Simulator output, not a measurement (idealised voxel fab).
process module | voxel double patterning
cross-section cut | 245 nm wide | cells 5 nm
A cross-section is a grid of square cells, given in bands from the top down. A band is one or more rows of cells.
Each band's line starts with the height of the band's top and of its bottom, in nm. Then come its materials from left to right, each with its width in nm. One material with "throughout" fills the band from edge to edge. "air" is empty space.
Height 0 is the level under which the wafer as received is all one material. The lowest band goes on downwards, as in "0 down".
A width such as "30 to 40" changes by the same amount from each row of cells to the next, from the band's top row to its bottom row.
"no change" after a step means that no cell of the cross-section changed.
closed voids: empty space of 8 cells or more with no open way to the top, each as width x height at its distance from the left edge, in nm
after a step's settings: what the simulator itself notes on the step
overlay nm, on a step with a mask: how far to the right of its planned place the mask lay; to the left if negative
plan
1 op RECEIVE | material Si
2 op CONFORMAL_DEP | material SiN | thk nm 10
3 op DIRECTIONAL_DEP | material SiO2 | thk nm 15
4 op DIRECTIONAL_DEP | material SiCN | thk nm 10
5 op MASKED_ETCH | tone open | mask id FIRST | width nm 15 | pitch nm 50 | etch materials SiCN | depth nm 10 | overlay nm 0
6 op DIRECTIONAL_DEP | material aC | thk nm 10
7 op PATTERN | tone open | mask id SECOND | material resist | width nm 15 | pitch nm 50 | thk nm 30 | overlay nm 0
8 op DIRECTIONAL_ETCH | etch materials aC | depth nm 10
9 op STRIP | etch materials resist
10 op DIRECTIONAL_ETCH | etch materials SiCN | depth nm 10
11 op STRIP | etch materials aC
12 op DIRECTIONAL_ETCH | etch materials SiO2 | depth nm 15
13 op STRIP | etch materials SiCN
as received, after step 1
  0 down: Si throughout
  closed voids: none
a wafer at the end: this start, this plan, one mistake
  25 to 10: SiO2 65 | air 20 | SiO2 5 | air 15 | SiO2 10 | air 20 | SiO2 5 | air 15 | SiO2 10 | air 20 | SiO2 60
  10 to 0: SiN throughout
  0 down: Si throughout
  closed voids: none
what went wrong: step 5 ran as: op MASKED_ETCH | tone open | mask id FIRST | width nm 20 | pitch nm 50 | etch materials SiCN | depth nm 10 | overlay nm 0
